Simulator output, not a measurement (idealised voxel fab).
voxel released beams: a process module
For reference, the cross-section in this document is cut, with width 200 nm and square cells of 5 nm.
In what follows, cross-sections appear as grids of square cells, described through bands that run from the top down, where every band is one or more rows of cells. Read a band's entry like this: the first values are the height of its top and the height of its bottom in nm, and what follows is the sequence of materials from left to right, each with its width in nm. Note that "empty" is empty space, and that a single material marked "everywhere" reaches across the band from edge to edge. All heights in this document are referenced to 0, defined as the level beneath which the wafer, as received, consists entirely of one material. The lowest band is not bounded below; it extends indefinitely downward and is written in the form "0 nm and below". Read "30..40" as a graded width: first number on top, second number at the bottom, same change between each pair of neighbouring rows. No cell of the cross-section changed in a step that is given as "nothing was modified". "Enclosed empty spaces": empty spaces of 8 cells or more with no open way to the top, each given as width x height at distance, distance from the left edge, all in nm. Whatever follows a step's settings on its line is a remark the simulator itself makes about that step. If you see "overlay nm" on a step's line and that step has a mask, it's telling you how far right of where it was planned the mask ended up; a negative number means it went left instead.
Plan:
1,RECEIVE, material Si
2,CONFORMAL_DEP, material Al2O3, thk nm 10
3,DIRECTIONAL_DEP, material SiO2, thk nm 20
4,PATTERN, tone open, mask id ANCHOR, material resist, width nm 15, thk nm 20, overlay nm 0
5,DIRECTIONAL_ETCH, etch materials SiO2, depth nm 20
6,STRIP, etch materials resist
7,CONFORMAL_DEP, material W, thk nm 10
8,MASKED_ETCH, tone cover, mask id BEAM, width nm 90, etch materials W, depth nm 10, overlay nm 0
9,STRIP, etch materials SiO2
Split variable: width nm, step 4. Plan value = first wafer. Wafers start alike.
Cross-section, first of several wafers, as delivered after step 1:
	0 nm and below | Si everywhere
	Enclosed empty spaces: none
Once step 9, the last step, is complete, the module is at its end; this is the cross-section of the first of several wafers:
	40 nm to 30 nm | empty: 50, then W: 90, then empty: 60
	30 nm to 10 nm | empty: 60, then W: 15, then empty: 125
	10 nm to 0 nm | Al2O3 everywhere
	0 nm and below | Si everywhere
	Enclosed empty spaces: none
Of the several wafers, the last: cross-section at the end of the module:
	40 nm to 30 nm | empty: 50, then W: 10, then empty: 20, then W: 60, then empty: 60
	30 nm to 20 nm | empty: 50, then W: 10, then empty: 20, then W: 10, then empty: 110
	20 nm to 10 nm | empty: 50, then W: 40, then empty: 110
	10 nm to 0 nm | Al2O3 everywhere
	0 nm and below | Si everywhere
	Enclosed empty spaces: none
Per wafer (row), end of module: delta in cells per material since receipt, (+) for gained, (-) for lost; closed voids after that:
width nm 15, +80 Al2O3, +48 W, Enclosed empty spaces: none
width nm 20, +80 Al2O3, +52 W, Enclosed empty spaces: none
width nm 25, +80 Al2O3, +52 W, Enclosed empty spaces: none
width nm 30, +80 Al2O3, +52 W, Enclosed empty spaces: none
width nm 35, +80 Al2O3, +52 W, Enclosed empty spaces: none
width nm 40, +80 Al2O3, +52 W, Enclosed empty spaces: none
